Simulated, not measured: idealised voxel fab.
Herein follows the process module entitled voxel gate over fins.
Displayed cross-section: cut, width of 160 nm, square cells sized 5 nm.
Cross-sections here: square-cell grids, written as top-down lists of bands, a band being one or more rows of cells. Per band: top height and bottom height in nm, followed by the left-to-right materials and their widths in nm; "throughout" marks a single material spanning edge to edge, "air" marks empty space. The reference from which all heights are counted is 0, the level beneath which the as-received wafer is entirely one material; the lowest band, having no lower bound, proceeds downward and is written after the example "top 0, no bottom". The width entry "30->40" should be interpreted row by row: the top row of cells in the band takes the first number, the bottom row takes the second number, and the change between adjacent rows is uniform throughout. No cell of the cross-section changed in a step that is given as "nothing got changed". Heads up: "Enclosed cavities" only lists the empty pockets with no open path to the top that are 8 cells or more, and it writes them as width x height at distance, distance from the left edge, in nm. On each step's line, the part that comes after the settings is the simulator's own comment on the step. The optional step-line setting "overlay nm" applies to steps with a mask and quantifies how far to the right of its planned location the mask lay, a negative value indicating leftward placement.
HERE'S WHAT THE PLANNED PROCESS STEPS LOOK LIKE
1 RECEIVE [material Si]
2 CONFORMAL_DEP [material SiN] [thk nm 5]
3 DIRECTIONAL_DEP [material aC] [thk nm 15]
4 PATTERN [tone cover] [mask id FINS] [material resist] [width nm 15] [pitch nm 60] [thk nm 30] [overlay nm 0]
5 DIRECTIONAL_ETCH [etch materials aC] [depth nm 15]
6 STRIP [etch materials resist]
7 DIRECTIONAL_ETCH [etch materials SiN] [depth nm 5]
8 DIRECTIONAL_ETCH [etch materials Si] [depth nm 40]
9 STRIP [etch materials aC]
10 OXIDIZE [depth nm 5]
11 FILL_DEP [material SiO2] [thk nm 10]
12 CMP [height nm 5]
13 DIRECTIONAL_DEP [material aC] [thk nm 15]
14 PATTERN [tone open] [mask id RAIL] [material resist] [width nm 15] [thk nm 35] [overlay nm 0]
15 DIRECTIONAL_ETCH [etch materials aC] [depth nm 15]
16 STRIP [etch materials resist]
17 DIRECTIONAL_ETCH [etch materials SiO2] [depth nm 40]
18 STRIP [etch materials aC]
19 CONFORMAL_DEP [material TiN] [thk nm 5]
20 FILL_DEP [material W] [thk nm 5]
21 CMP [height nm 5]
22 SELECTIVE_ETCH [etch materials W Ru TiN] [depth nm 20]
23 FILL_DEP [material SiO2] [thk nm 5]
24 CMP [height nm 5]
25 SELECTIVE_ETCH [etch materials SiO2] [depth nm 15]
26 STRIP [etch materials SiN]
27 CONFORMAL_DEP [material HfO2] [thk nm 5]
28 CONFORMAL_DEP [material TiN] [thk nm 5]
29 CONFORMAL_DEP [material TiAl] [thk nm 5]
30 CONFORMAL_DEP [material TiN] [thk nm 5]
31 FILL_DEP [material W] [thk nm 15]
32 CMP [height nm 30]
33 CONFORMAL_DEP [material SiCN] [thk nm 10]
OF TWO WAFERS, THE FIRST: RUN ACCORDING TO PLAN
SO THIS IS THE INCOMING WAFER IN CROSS-SECTION - IT'S ALREADY BEEN THROUGH STEP 1
top 0, no bottom: Si throughout
Enclosed cavities: none
WAFER AFTER STEP 2 (CROSS-SECTION)
top 5, bottom 0: SiN throughout
Anything lower than 0 is untouched.
WAFER AFTER STEP 3 (CROSS-SECTION)
top 20, bottom 5: aC throughout
Anything lower than 5 is untouched.
WAFER AFTER STEP 4 (CROSS-SECTION)
top 50, bottom 20: air (40) | resist (15) | air (45) | resist (15) | air (45)
Anything lower than 20 is untouched.
WAFER AFTER STEP 5 (CROSS-SECTION)
top 35, bottom 20: air (40) | resist (15) | air (45) | resist (15) | air (45)
top 20, bottom 5: air (40) | aC (15) | air (45) | aC (15) | air (45)
Anything lower than 5 is untouched.
WAFER AFTER STEP 6 (CROSS-SECTION)
top 20, bottom 5: air (40) | aC (15) | air (45) | aC (15) | air (45)
Anything lower than 5 is untouched.
WAFER AFTER STEP 7 (CROSS-SECTION)
top 20, bottom 5: air (40) | aC (15) | air (45) | aC (15) | air (45)
top 5, bottom 0: air (40) | SiN (15) | air (45) | SiN (15) | air (45)
Anything lower than 0 is untouched.
WAFER AFTER STEP 8 (CROSS-SECTION)
top 20, bottom 5: air (40) | aC (15) | air (45) | aC (15) | air (45)
top 5, bottom 0: air (40) | SiN (15) | air (45) | SiN (15) | air (45)
top 0, bottom -40: air (40) | Si (15) | air (45) | Si (15) | air (45)
Anything lower than -40 is untouched.
WAFER AFTER STEP 9 (CROSS-SECTION)
top 5, bottom 0: air (40) | SiN (15) | air (45) | SiN (15) | air (45)
Anything lower than 0 is untouched.
WAFER AFTER STEP 10 (CROSS-SECTION)
top 5, bottom 0: air (40) | SiN (15) | air (45) | SiN (15) | air (45)
top 0, bottom -40: air (40) | SiO2 (5) | Si (5) | SiO2 (5) | air (45) | SiO2 (5) | Si (5) | SiO2 (5) | air (45)
top -40, bottom -45: SiO2 (45) | Si (5) | SiO2 (55) | Si (5) | SiO2 (50)
Anything lower than -45 is untouched.
WAFER AFTER STEP 11 (CROSS-SECTION)
top 15, bottom 5: SiO2 throughout
top 5, bottom 0: SiO2 (40) | SiN (15) | SiO2 (45) | SiN (15) | SiO2 (45)
top 0, bottom -45: SiO2 (45) | Si (5) | SiO2 (55) | Si (5) | SiO2 (50)
Anything lower than -45 is untouched.
WAFER AFTER STEP 12 (CROSS-SECTION)
top 5, bottom 0: SiO2 (40) | SiN (15) | SiO2 (45) | SiN (15) | SiO2 (45)
Anything lower than 0 is untouched.
WAFER AFTER STEP 13 (CROSS-SECTION)
top 20, bottom 5: aC throughout
Anything lower than 5 is untouched.
WAFER AFTER STEP 14 (CROSS-SECTION)
top 55, bottom 20: resist (70) | air (15) | resist (75)
Anything lower than 20 is untouched.
WAFER AFTER STEP 15 (CROSS-SECTION)
top 40, bottom 20: resist (70) | air (15) | resist (75)
top 20, bottom 5: aC (70) | air (15) | aC (75)
Anything lower than 5 is untouched.
WAFER AFTER STEP 16 (CROSS-SECTION)
top 20, bottom 5: aC (70) | air (15) | aC (75)
Anything lower than 5 is untouched.
WAFER AFTER STEP 17 (CROSS-SECTION)
top 20, bottom 5: aC (70) | air (15) | aC (75)
top 5, bottom 0: SiO2 (40) | SiN (15) | SiO2 (15) | air (15) | SiO2 (15) | SiN (15) | SiO2 (45)
top 0, bottom -35: SiO2 (45) | Si (5) | SiO2 (20) | air (15) | SiO2 (20) | Si (5) | SiO2 (50)
Anything lower than -35 is untouched.
WAFER AFTER STEP 18 (CROSS-SECTION)
top 5, bottom 0: SiO2 (40) | SiN (15) | SiO2 (15) | air (15) | SiO2 (15) | SiN (15) | SiO2 (45)
Anything lower than 0 is untouched.
WAFER AFTER STEP 19 (CROSS-SECTION)
top 10, bottom 5: TiN (75) | air (5) | TiN (80)
top 5, bottom 0: SiO2 (40) | SiN (15) | SiO2 (15) | TiN (5) | air (5) | TiN (5) | SiO2 (15) | SiN (15) | SiO2 (45)
top 0, bottom -30: SiO2 (45) | Si (5) | SiO2 (20) | TiN (5) | air (5) | TiN (5) | SiO2 (20) | Si (5) | SiO2 (50)
top -30, bottom -35: SiO2 (45) | Si (5) | SiO2 (20) | TiN (15) | SiO2 (20) | Si (5) | SiO2 (50)
Anything lower than -35 is untouched.
WAFER AFTER STEP 20 (CROSS-SECTION)
top 15, bottom 10: W throughout
top 10, bottom 5: TiN (75) | W (5) | TiN (80)
top 5, bottom 0: SiO2 (40) | SiN (15) | SiO2 (15) | TiN (5) | W (5) | TiN (5) | SiO2 (15) | SiN (15) | SiO2 (45)
top 0, bottom -30: SiO2 (45) | Si (5) | SiO2 (20) | TiN (5) | W (5) | TiN (5) | SiO2 (20) | Si (5) | SiO2 (50)
Anything lower than -30 is untouched.
WAFER AFTER STEP 21 (CROSS-SECTION)
top 5, bottom 0: SiO2 (40) | SiN (15) | SiO2 (15) | TiN (5) | W (5) | TiN (5) | SiO2 (15) | SiN (15) | SiO2 (45)
Anything lower than 0 is untouched.
WAFER AFTER STEP 22 (CROSS-SECTION)
top 5, bottom 0: SiO2 (40) | SiN (15) | SiO2 (15) | air (15) | SiO2 (15) | SiN (15) | SiO2 (45)
top 0, bottom -15: SiO2 (45) | Si (5) | SiO2 (20) | air (15) | SiO2 (20) | Si (5) | SiO2 (50)
Anything lower than -15 is untouched.
WAFER AFTER STEP 23 (CROSS-SECTION)
top 10, bottom 5: SiO2 throughout
top 5, bottom 0: SiO2 (40) | SiN (15) | SiO2 (45) | SiN (15) | SiO2 (45)
top 0, bottom -15: SiO2 (45) | Si (5) | SiO2 (55) | Si (5) | SiO2 (50)
Anything lower than -15 is untouched.
WAFER AFTER STEP 24 (CROSS-SECTION)
top 5, bottom 0: SiO2 (40) | SiN (15) | SiO2 (45) | SiN (15) | SiO2 (45)
Anything lower than 0 is untouched.
WAFER AFTER STEP 25 (CROSS-SECTION)
top 5, bottom 0: air (40) | SiN (15) | air (45) | SiN (15) | air (45)
top 0, bottom -10: air (45) | Si (5) | air (55) | Si (5) | air (50)
Anything lower than -10 is untouched.
WAFER AFTER STEP 26 (CROSS-SECTION)
top 0, bottom -10: air (45) | Si (5) | air (55) | Si (5) | air (50)
Anything lower than -10 is untouched.
WAFER AFTER STEP 27 (CROSS-SECTION)
top 5, bottom 0: air (40) | HfO2 (15) | air (45) | HfO2 (15) | air (45)
top 0, bottom -5: air (40) | HfO2 (5) | Si (5) | HfO2 (5) | air (45) | HfO2 (5) | Si (5) | HfO2 (5) | air (45)
top -5, bottom -10: HfO2 (45) | Si (5) | HfO2 (55) | Si (5) | HfO2 (50)
Anything lower than -10 is untouched.
WAFER AFTER STEP 28 (CROSS-SECTION)
top 10, bottom 5: air (35) | TiN (25) | air (35) | TiN (25) | air (40)
top 5, bottom 0: air (35) | TiN (5) | HfO2 (15) | TiN (5) | air (35) | TiN (5) | HfO2 (15) | TiN (5) | air (40)
top 0, bottom -5: TiN (40) | HfO2 (5) | Si (5) | HfO2 (5) | TiN (45) | HfO2 (5) | Si (5) | HfO2 (5) | TiN (45)
Anything lower than -5 is untouched.
WAFER AFTER STEP 29 (CROSS-SECTION)
top 15, bottom 10: air (30) | TiAl (35) | air (25) | TiAl (35) | air (35)
top 10, bottom 5: air (30) | TiAl (5) | TiN (25) | TiAl (5) | air (25) | TiAl (5) | TiN (25) | TiAl (5) | air (35)
top 5, bottom 0: TiAl (35) | TiN (5) | HfO2 (15) | TiN (5) | TiAl (35) | TiN (5) | HfO2 (15) | TiN (5) | TiAl (40)
Anything lower than 0 is untouched.
WAFER AFTER STEP 30 (CROSS-SECTION)
top 20, bottom 15: air (25) | TiN (45) | air (15) | TiN (45) | air (30)
top 15, bottom 10: air (25) | TiN (5) | TiAl (35) | TiN (5) | air (15) | TiN (5) | TiAl (35) | TiN (5) | air (30)
top 10, bottom 5: TiN (30) | TiAl (5) | TiN (25) | TiAl (5) | TiN (25) | TiAl (5) | TiN (25) | TiAl (5) | TiN (35)
Anything lower than 5 is untouched.
WAFER AFTER STEP 31 (CROSS-SECTION)
top 35, bottom 20: W throughout
top 20, bottom 15: W (25) | TiN (45) | W (15) | TiN (45) | W (30)
top 15, bottom 10: W (25) | TiN (5) | TiAl (35) | TiN (5) | W (15) | TiN (5) | TiAl (35) | TiN (5) | W (30)
Anything lower than 10 is untouched.
WAFER AFTER STEP 32 (CROSS-SECTION)
top 30, bottom 20: W throughout
Anything lower than 20 is untouched.
WAFER AFTER STEP 33 (CROSS-SECTION)
top 40, bottom 30: SiCN throughout
Anything lower than 30 is untouched.
WAFER TWO OF THE PAIR: SAME ORIGIN, SAME PLAN, ONE ERROR DURING THE RUN; IDENTICAL TO WAFER ONE UP TO AND INCLUDING STEP 3
SECOND WAFER AT THE PLANNED FINISH OF STEP 4, SEEN IN CROSS-SECTION
top 50, bottom 20: air (35) | resist (15) | air (45) | resist (15) | air (50)
Anything lower than 20 is untouched.
SECOND WAFER AT THE PLANNED FINISH OF STEP 5, SEEN IN CROSS-SECTION
top 35, bottom 20: air (35) | resist (15) | air (45) | resist (15) | air (50)
top 20, bottom 5: air (35) | aC (15) | air (45) | aC (15) | air (50)
Anything lower than 5 is untouched.
SECOND WAFER AT THE PLANNED FINISH OF STEP 6, SEEN IN CROSS-SECTION
top 20, bottom 5: air (35) | aC (15) | air (45) | aC (15) | air (50)
Anything lower than 5 is untouched.
SECOND WAFER AT THE PLANNED FINISH OF STEP 7, SEEN IN CROSS-SECTION
top 20, bottom 5: air (35) | aC (15) | air (45) | aC (15) | air (50)
top 5, bottom 0: air (35) | SiN (15) | air (45) | SiN (15) | air (50)
Anything lower than 0 is untouched.
SECOND WAFER AT THE PLANNED FINISH OF STEP 8, SEEN IN CROSS-SECTION
top 20, bottom 5: air (35) | aC (15) | air (45) | aC (15) | air (50)
top 5, bottom 0: air (35) | SiN (15) | air (45) | SiN (15) | air (50)
top 0, bottom -40: air (35) | Si (15) | air (45) | Si (15) | air (50)
Anything lower than -40 is untouched.
SECOND WAFER AT THE PLANNED FINISH OF STEP 9, SEEN IN CROSS-SECTION
top 5, bottom 0: air (35) | SiN (15) | air (45) | SiN (15) | air (50)
Anything lower than 0 is untouched.
SECOND WAFER AT THE PLANNED FINISH OF STEP 10, SEEN IN CROSS-SECTION
top 5, bottom 0: air (35) | SiN (15) | air (45) | SiN (15) | air (50)
top 0, bottom -40: air (35) | SiO2 (5) | Si (5) | SiO2 (5) | air (45) | SiO2 (5) | Si (5) | SiO2 (5) | air (50)
top -40, bottom -45: SiO2 (40) | Si (5) | SiO2 (55) | Si (5) | SiO2 (55)
Anything lower than -45 is untouched.
SECOND WAFER AT THE PLANNED FINISH OF STEP 11, SEEN IN CROSS-SECTION
top 15, bottom 5: SiO2 throughout
top 5, bottom 0: SiO2 (35) | SiN (15) | SiO2 (45) | SiN (15) | SiO2 (50)
top 0, bottom -45: SiO2 (40) | Si (5) | SiO2 (55) | Si (5) | SiO2 (55)
Anything lower than -45 is untouched.
SECOND WAFER AT THE PLANNED FINISH OF STEP 12, SEEN IN CROSS-SECTION
top 5, bottom 0: SiO2 (35) | SiN (15) | SiO2 (45) | SiN (15) | SiO2 (50)
Anything lower than 0 is untouched.
SECOND WAFER AT THE PLANNED FINISH OF STEP 13, SEEN IN CROSS-SECTION
top 20, bottom 5: aC throughout
Anything lower than 5 is untouched.
SECOND WAFER AT THE PLANNED FINISH OF STEP 14, SEEN IN CROSS-SECTION
top 55, bottom 20: resist (70) | air (15) | resist (75)
Anything lower than 20 is untouched.
SECOND WAFER AT THE PLANNED FINISH OF STEP 15, SEEN IN CROSS-SECTION
top 40, bottom 20: resist (70) | air (15) | resist (75)
top 20, bottom 5: aC (70) | air (15) | aC (75)
Anything lower than 5 is untouched.
SECOND WAFER AT THE PLANNED FINISH OF STEP 16, SEEN IN CROSS-SECTION
top 20, bottom 5: aC (70) | air (15) | aC (75)
Anything lower than 5 is untouched.
SECOND WAFER AT THE PLANNED FINISH OF STEP 17, SEEN IN CROSS-SECTION
top 20, bottom 5: aC (70) | air (15) | aC (75)
top 5, bottom 0: SiO2 (35) | SiN (15) | SiO2 (20) | air (15) | SiO2 (10) | SiN (15) | SiO2 (50)
top 0, bottom -35: SiO2 (40) | Si (5) | SiO2 (25) | air (15) | SiO2 (15) | Si (5) | SiO2 (55)
Anything lower than -35 is untouched.
SECOND WAFER AT THE PLANNED FINISH OF STEP 18, SEEN IN CROSS-SECTION
top 5, bottom 0: SiO2 (35) | SiN (15) | SiO2 (20) | air (15) | SiO2 (10) | SiN (15) | SiO2 (50)
Anything lower than 0 is untouched.
SECOND WAFER AT THE PLANNED FINISH OF STEP 19, SEEN IN CROSS-SECTION
top 10, bottom 5: TiN (75) | air (5) | TiN (80)
top 5, bottom 0: SiO2 (35) | SiN (15) | SiO2 (20) | TiN (5) | air (5) | TiN (5) | SiO2 (10) | SiN (15) | SiO2 (50)
top 0, bottom -30: SiO2 (40) | Si (5) | SiO2 (25) | TiN (5) | air (5) | TiN (5) | SiO2 (15) | Si (5) | SiO2 (55)
top -30, bottom -35: SiO2 (40) | Si (5) | SiO2 (25) | TiN (15) | SiO2 (15) | Si (5) | SiO2 (55)
Anything lower than -35 is untouched.
SECOND WAFER AT THE PLANNED FINISH OF STEP 20, SEEN IN CROSS-SECTION
top 15, bottom 10: W throughout
top 10, bottom 5: TiN (75) | W (5) | TiN (80)
top 5, bottom 0: SiO2 (35) | SiN (15) | SiO2 (20) | TiN (5) | W (5) | TiN (5) | SiO2 (10) | SiN (15) | SiO2 (50)
top 0, bottom -30: SiO2 (40) | Si (5) | SiO2 (25) | TiN (5) | W (5) | TiN (5) | SiO2 (15) | Si (5) | SiO2 (55)
Anything lower than -30 is untouched.
SECOND WAFER AT THE PLANNED FINISH OF STEP 21, SEEN IN CROSS-SECTION
top 5, bottom 0: SiO2 (35) | SiN (15) | SiO2 (20) | TiN (5) | W (5) | TiN (5) | SiO2 (10) | SiN (15) | SiO2 (50)
Anything lower than 0 is untouched.
SECOND WAFER AT THE PLANNED FINISH OF STEP 22, SEEN IN CROSS-SECTION
top 5, bottom 0: SiO2 (35) | SiN (15) | SiO2 (20) | air (15) | SiO2 (10) | SiN (15) | SiO2 (50)
top 0, bottom -15: SiO2 (40) | Si (5) | SiO2 (25) | air (15) | SiO2 (15) | Si (5) | SiO2 (55)
Anything lower than -15 is untouched.
SECOND WAFER AT THE PLANNED FINISH OF STEP 23, SEEN IN CROSS-SECTION
top 10, bottom 5: SiO2 throughout
top 5, bottom 0: SiO2 (35) | SiN (15) | SiO2 (45) | SiN (15) | SiO2 (50)
top 0, bottom -15: SiO2 (40) | Si (5) | SiO2 (55) | Si (5) | SiO2 (55)
Anything lower than -15 is untouched.
SECOND WAFER AT THE PLANNED FINISH OF STEP 24, SEEN IN CROSS-SECTION
top 5, bottom 0: SiO2 (35) | SiN (15) | SiO2 (45) | SiN (15) | SiO2 (50)
Anything lower than 0 is untouched.
SECOND WAFER AT THE PLANNED FINISH OF STEP 25, SEEN IN CROSS-SECTION
top 5, bottom 0: air (35) | SiN (15) | air (45) | SiN (15) | air (50)
top 0, bottom -10: air (40) | Si (5) | air (55) | Si (5) | air (55)
Anything lower than -10 is untouched.
SECOND WAFER AT THE PLANNED FINISH OF STEP 26, SEEN IN CROSS-SECTION
top 0, bottom -10: air (40) | Si (5) | air (55) | Si (5) | air (55)
Anything lower than -10 is untouched.
SECOND WAFER AT THE PLANNED FINISH OF STEP 27, SEEN IN CROSS-SECTION
top 5, bottom 0: air (35) | HfO2 (15) | air (45) | HfO2 (15) | air (50)
top 0, bottom -5: air (35) | HfO2 (5) | Si (5) | HfO2 (5) | air (45) | HfO2 (5) | Si (5) | HfO2 (5) | air (50)
top -5, bottom -10: HfO2 (40) | Si (5) | HfO2 (55) | Si (5) | HfO2 (55)
Anything lower than -10 is untouched.
SECOND WAFER AT THE PLANNED FINISH OF STEP 28, SEEN IN CROSS-SECTION
top 10, bottom 5: air (30) | TiN (25) | air (35) | TiN (25) | air (45)
top 5, bottom 0: air (30) | TiN (5) | HfO2 (15) | TiN (5) | air (35) | TiN (5) | HfO2 (15) | TiN (5) | air (45)
top 0, bottom -5: TiN (35) | HfO2 (5) | Si (5) | HfO2 (5) | TiN (45) | HfO2 (5) | Si (5) | HfO2 (5) | TiN (50)
Anything lower than -5 is untouched.
SECOND WAFER AT THE PLANNED FINISH OF STEP 29, SEEN IN CROSS-SECTION
top 15, bottom 10: air (25) | TiAl (35) | air (25) | TiAl (35) | air (40)
top 10, bottom 5: air (25) | TiAl (5) | TiN (25) | TiAl (5) | air (25) | TiAl (5) | TiN (25) | TiAl (5) | air (40)
top 5, bottom 0: TiAl (30) | TiN (5) | HfO2 (15) | TiN (5) | TiAl (35) | TiN (5) | HfO2 (15) | TiN (5) | TiAl (45)
Anything lower than 0 is untouched.
SECOND WAFER AT THE PLANNED FINISH OF STEP 30, SEEN IN CROSS-SECTION
top 20, bottom 15: air (20) | TiN (45) | air (15) | TiN (45) | air (35)
top 15, bottom 10: air (20) | TiN (5) | TiAl (35) | TiN (5) | air (15) | TiN (5) | TiAl (35) | TiN (5) | air (35)
top 10, bottom 5: TiN (25) | TiAl (5) | TiN (25) | TiAl (5) | TiN (25) | TiAl (5) | TiN (25) | TiAl (5) | TiN (40)
Anything lower than 5 is untouched.
SECOND WAFER AT THE PLANNED FINISH OF STEP 31, SEEN IN CROSS-SECTION
top 35, bottom 20: W throughout
top 20, bottom 15: W (20) | TiN (45) | W (15) | TiN (45) | W (35)
top 15, bottom 10: W (20) | TiN (5) | TiAl (35) | TiN (5) | W (15) | TiN (5) | TiAl (35) | TiN (5) | W (35)
Anything lower than 10 is untouched.
SECOND WAFER AT THE PLANNED FINISH OF STEP 32, SEEN IN CROSS-SECTION
top 30, bottom 20: W throughout
Anything lower than 20 is untouched.
SECOND WAFER AT THE PLANNED FINISH OF STEP 33, SEEN IN CROSS-SECTION
top 40, bottom 30: SiCN throughout
Anything lower than 30 is untouched.
what went wrong: for step 4, the planned setting was not used; the step was instead run as PATTERN [tone cover] [mask id FINS] [material resist] [width nm 15] [pitch nm 60] [thk nm 30] [overlay nm -5]
End check, second vs first wafer: material counts in cells match, positions do not.
